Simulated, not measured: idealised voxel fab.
The document below concerns the process module designated voxel released beams.
Section cut is 280 nm wide and gridded with 5 nm square cells.
A cross-section in this document is a grid of square cells, and it is written down as bands, the top band listed before the ones below it; a band is made up of one or more rows of cells. In this notation a band is specified by the heights of its top and bottom, in that order and in nm, after which its materials appear from left to right, each paired with its width in nm. The word "all across" attached to a single material means that material fills the band from edge to edge; the word "blank" stands for empty space. Heights are expressed relative to 0, this being the level below which the as-received wafer comprises one material exclusively. The lowest band is unbounded in the downward direction and is denoted as in "0 down". Graded width ("30..40"): value in top row of band = first number; value in bottom row = second number; row-to-row change constant. "nothing changed" means the step left every cell of the cross-section as it was. Look at "Unvented internal voids" for the closed voids: empty spaces with no open path to the top, sized 8 cells or up. Each is width x height at distance, distance from the left edge, all nm. Past the settings on a step's line: simulator remark, on that step. Steps that use a mask can have "overlay nm" on their line. It says how far the mask sat to the right of where it was meant to be. Negative means to the left.
**Intended process steps**
1: RECEIVE | material Si
2: CONFORMAL_DEP | material Al2O3 | thk nm 10
3: DIRECTIONAL_DEP | material SiO2 | thk nm 15
4: DIRECTIONAL_DEP | material aC | thk nm 15
5: PATTERN | tone open | mask id ANCHOR | material resist | width nm 40 | thk nm 30 | overlay nm 0
6: DIRECTIONAL_ETCH | etch materials aC | depth nm 15
7: STRIP | etch materials resist
8: DIRECTIONAL_ETCH | etch materials SiO2 | depth nm 15
9: STRIP | etch materials aC
10: CONFORMAL_DEP | material SiN | thk nm 15
11: DIRECTIONAL_DEP | material aC | thk nm 5
12: PATTERN | tone cover | mask id BEAM | material resist | width nm 110 | thk nm 35 | overlay nm 0
13: DIRECTIONAL_ETCH | etch materials aC | depth nm 15
14: STRIP | etch materials resist
15: DIRECTIONAL_ETCH | etch materials SiN | depth nm 15
16: STRIP | etch materials aC
17: STRIP | etch materials SiO2
The value of thk nm given for step 11 in the plan refers to the first wafer; the wafers vary in this setting and are alike at the start.
**Cross-section of the first of several wafers as received (after step 1)**
* 0 down | Si all across
* Unvented internal voids: none
**Cross-sectional representation of the first of several wafers at the end of the module, i.e. after its terminal step, step 17**
* 40 to 25 | 80 nm blank; 20 nm SiN; 10 nm blank; 80 nm SiN; 90 nm blank
* 25 to 10 | 85 nm blank; 40 nm SiN; 155 nm blank
* 10 to 0 | Al2O3 all across
* 0 down | Si all across
* Unvented internal voids: none
**Sectional view of the last wafer upon completion of the module**
* 40 to 25 | 100 nm SiN; 10 nm blank; 170 nm SiN
* 25 to 10 | 85 nm SiO2; 40 nm SiN; 155 nm SiO2
* 10 to 0 | Al2O3 all across
* 0 down | Si all across
* Unvented internal voids: none
**For your reference, the table is organized with a row per wafer; each row reflects the wafer at the end of the module, indicating for each material the cells gained (+) or lost (-) since receipt, and thereafter its closed voids**
thk nm 5, +112 Al2O3, +84 SiN, Unvented internal voids: none
thk nm 10, +112 Al2O3, +84 SiN, Unvented internal voids: none
thk nm 15, +112 Al2O3, +84 SiN, Unvented internal voids: none
thk nm 20, +112 Al2O3, +186 SiN, +144 SiO2, Unvented internal voids: none
thk nm 25, +112 Al2O3, +186 SiN, +144 SiO2, Unvented internal voids: none
thk nm 30, +112 Al2O3, +186 SiN, +144 SiO2, Unvented internal voids: none
